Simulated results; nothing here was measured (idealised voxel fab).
Proc. module: voxel tone inversion
The width of the displayed cross-section, cut, is 260 nm; its cells are square, with a size of 5 nm.
Square cells in a grid make up a cross-section in this document, and the grid is given as bands, listed from the top down, each one or more rows of cells. This entry defines a band. It first specifies the height of the band's top and the height of its bottom in nm, and then specifies the band's materials from left to right, stating each material with its width in nm. The word "everywhere" identifies a single material that fills the band from edge to edge, while the word "empty" identifies empty space. Height 0 is the level under which the wafer as received is all one material. The lowest band goes on downwards, as in "z 0 and below". The expression "30->40" gives the width at the extremes of the band, the first number at its top row of cells and the second at its bottom row, with the width changing by equal amounts from each row to the next in between. "no modification" -> step changed no cross-section cell. "Sealed void list" enumerates empty spaces isolated from the top, with no open way to it, that contain at least 8 cells, giving each as width x height at distance from the left edge, all three in nm. Past the settings on a step's line: simulator remark, on that step. overlay nm: step with mask; distance mask lay right of planned place; negative value = left of planned place.
-- Steps in the process plan
1,RECEIVE (material Si)
2,CONFORMAL_DEP (material SiCN; thk nm 10)
3,DIRECTIONAL_DEP (material polySi; thk nm 25)
4,PATTERN (tone cover; mask id POSTS; material resist; width nm 20; pitch nm 45; thk nm 30; overlay nm 0)
5,DIRECTIONAL_ETCH (etch materials polySi; depth nm 25)
6,STRIP (etch materials resist)
7,FILL_DEP (material lowk; thk nm 10)
8,CMP (height nm 35)
9,STRIP (etch materials polySi)
-- First of two wafers, with the run carried out as planned
-- Wafer at receipt (post step 1), cross-section
> z 0 and below: Si everywhere
> Sealed void list: none
-- Cross-section of the wafer subsequent to step 2
> z 10 to 0: SiCN everywhere
> Below 0, no change.
-- Cross-section of the wafer subsequent to step 3
> z 35 to 10: polySi everywhere
> Below 10, no change.
-- Cross-section of the wafer subsequent to step 4
> z 65 to 35: empty=50, resist=20, empty=25, resist=20, empty=25, resist=20, empty=25, resist=20, empty=55
> Below 35, no change.
-- Cross-section of the wafer subsequent to step 5
> z 65 to 35: empty=50, resist=20, empty=25, resist=20, empty=25, resist=20, empty=25, resist=20, empty=55
> z 35 to 10: empty=50, polySi=20, empty=25, polySi=20, empty=25, polySi=20, empty=25, polySi=20, empty=55
> Below 10, no change.
-- Cross-section of the wafer subsequent to step 6
> z 35 to 10: empty=50, polySi=20, empty=25, polySi=20, empty=25, polySi=20, empty=25, polySi=20, empty=55
> Below 10, no change.
-- Cross-section of the wafer subsequent to step 7
> z 45 to 35: lowk everywhere
> z 35 to 10: lowk=50, polySi=20, lowk=25, polySi=20, lowk=25, polySi=20, lowk=25, polySi=20, lowk=55
> Below 10, no change.
-- Cross-section of the wafer subsequent to step 8
> z 35 to 10: lowk=50, polySi=20, lowk=25, polySi=20, lowk=25, polySi=20, lowk=25, polySi=20, lowk=55
> Below 10, no change.
-- Cross-section of the wafer subsequent to step 9
> z 35 to 10: lowk=50, empty=20, lowk=25, empty=20, lowk=25, empty=20, lowk=25, empty=20, lowk=55
> Below 10, no change.
-- Notes, second wafer: start = first wafer's, plan = first wafer's, execution had one mistake; history identical to first through step 3
-- Cross-sectional view of the second wafer at the intended end time of process step 4
> z 65 to 35: resist=50, empty=20, resist=25, empty=20, resist=25, empty=20, resist=25, empty=20, resist=55
> Below 35, no change.
-- Cross-sectional view of the second wafer at the intended end time of process step 5
> z 65 to 35: resist=50, empty=20, resist=25, empty=20, resist=25, empty=20, resist=25, empty=20, resist=55
> z 35 to 10: polySi=50, empty=20, polySi=25, empty=20, polySi=25, empty=20, polySi=25, empty=20, polySi=55
> Below 10, no change.
-- Cross-sectional view of the second wafer at the intended end time of process step 6
> z 35 to 10: polySi=50, empty=20, polySi=25, empty=20, polySi=25, empty=20, polySi=25, empty=20, polySi=55
> Below 10, no change.
-- Cross-sectional view of the second wafer at the intended end time of process step 7
> z 45 to 35: lowk everywhere
> z 35 to 10: polySi=50, lowk=20, polySi=25, lowk=20, polySi=25, lowk=20, polySi=25, lowk=20, polySi=55
> Below 10, no change.
-- Cross-sectional view of the second wafer at the intended end time of process step 8
> z 35 to 10: polySi=50, lowk=20, polySi=25, lowk=20, polySi=25, lowk=20, polySi=25, lowk=20, polySi=55
> Below 10, no change.
-- Cross-sectional view of the second wafer at the intended end time of process step 9
> z 35 to 10: empty=50, lowk=20, empty=25, lowk=20, empty=25, lowk=20, empty=25, lowk=20, empty=55
> Below 10, no change.
What went wrong in running the wafer? step 4, actual vs plan mismatch, actual run PATTERN (tone open; mask id POSTS; material resist; width nm 20; pitch nm 45; thk nm 30; overlay nm 0)
Cell-count delta at end, second wafer over first, by material: lowk -100
